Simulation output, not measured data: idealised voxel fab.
The name of this process module is voxel ribs on slabs.
Shown is cross-section cut, with a width of 285 nm and square cells of size 5 nm.
Notation: cross-section as square-cell grid; stated in bands, top first, going down; one or more cell rows per band. Within each band entry, the heights of the top and of the bottom of the band appear first, in that order and in nm; the materials of the band then follow from left to right, each with its corresponding width in nm. The designation "all across" on a single material indicates that it fills the band from edge to edge; the designation "blank" indicates empty space. Height reference: 0 = level under which incoming wafer is all one material. Lowest band: no bottom, runs on downward, e.g. "0 and below". The notation "30->40" denotes a width that varies across the rows of cells in the band, beginning at the first number in the top row, finishing at the second number in the bottom row, and changing by an identical amount from each row to the next. "no change occurred" means the step left every cell of the cross-section as it was. Empty spaces counting at least 8 cells and having no open way to the top are listed in "Enclosed void list". The notation width x height at distance is used for each, the distance being from the left edge and all three values in nm. Formally, on a step line, whatever follows the settings is a remark that the simulator itself makes on the step. overlay nm: step with mask; distance mask lay right of planned place; negative value = left of planned place.
These are the steps we planned for the process
- 1: RECEIVE, material Si
- 2: DIRECTIONAL_DEP, material SiO2, thk nm 20
- 3: DIRECTIONAL_DEP, material SiN, thk nm 20
- 4: DIRECTIONAL_DEP, material aC, thk nm 15
- 5: PATTERN, tone cover, mask id RIB, material resist, width nm 20, thk nm 30, overlay nm 0
- 6: DIRECTIONAL_ETCH, etch materials aC, depth nm 15
- 7: STRIP, etch materials resist
- 8: DIRECTIONAL_ETCH, etch materials SiN, depth nm 5
- 9: STRIP, etch materials aC
- 10: DIRECTIONAL_DEP, material aC, thk nm 15
- 11: PATTERN, tone cover, mask id SLAB, material resist, width nm 70, thk nm 30, overlay nm 0
- 12: DIRECTIONAL_ETCH, etch materials aC, depth nm 15
- 13: STRIP, etch materials resist
- 14: DIRECTIONAL_ETCH, etch materials SiN, depth nm 15
- 15: STRIP, etch materials aC
- 16: FILL_DEP, material SiO2, thk nm 25
- 17: CMP, height nm 55
- 18: DIRECTIONAL_DEP, material W, thk nm 10
- 19: PATTERN, tone cover, mask id HEATER, material resist, width nm 30, thk nm 20, overlay nm 0
- 20: DIRECTIONAL_ETCH, etch materials W, depth nm 10
- 21: STRIP, etch materials resist
- 22: CONFORMAL_DEP, material SiN, thk nm 10
Shown in cross-section is the wafer as received, that is, as it stands after step 1
	0 and below: Si all across
	Enclosed void list: none
First of two wafers at the end of the module, shown in cross-section; run carried out as planned
	75 down to 65: blank=115  SiN=50  blank=120
	65 down to 55: SiN=125  W=30  SiN=130
	55 down to 40: SiO2 all across
	40 down to 35: SiO2=130  SiN=20  SiO2=135
	35 down to 20: SiO2=105  SiN=70  SiO2=110
	20 down to 0: SiO2 all across
	0 and below: Si all across
	Enclosed void list: none
Cross-section, second wafer: same start as the first, same plan as the first, one mistake in running it; taken at the end of the module
	75 down to 65: blank=115  SiN=50  blank=120
	65 down to 55: SiN=125  W=30  SiN=130
	55 down to 20: SiO2 all across
	20 down to 0: SiN all across
	0 and below: Si all across
	Enclosed void list: none
Nonconformance to the process plan: deviation from plan: step 3 and step 2 executed in one another's positions
Bottom line after processing is that, in cells, the second wafer is up or down on some materials versus the first: 182 more of SiN | 182 fewer of SiO2
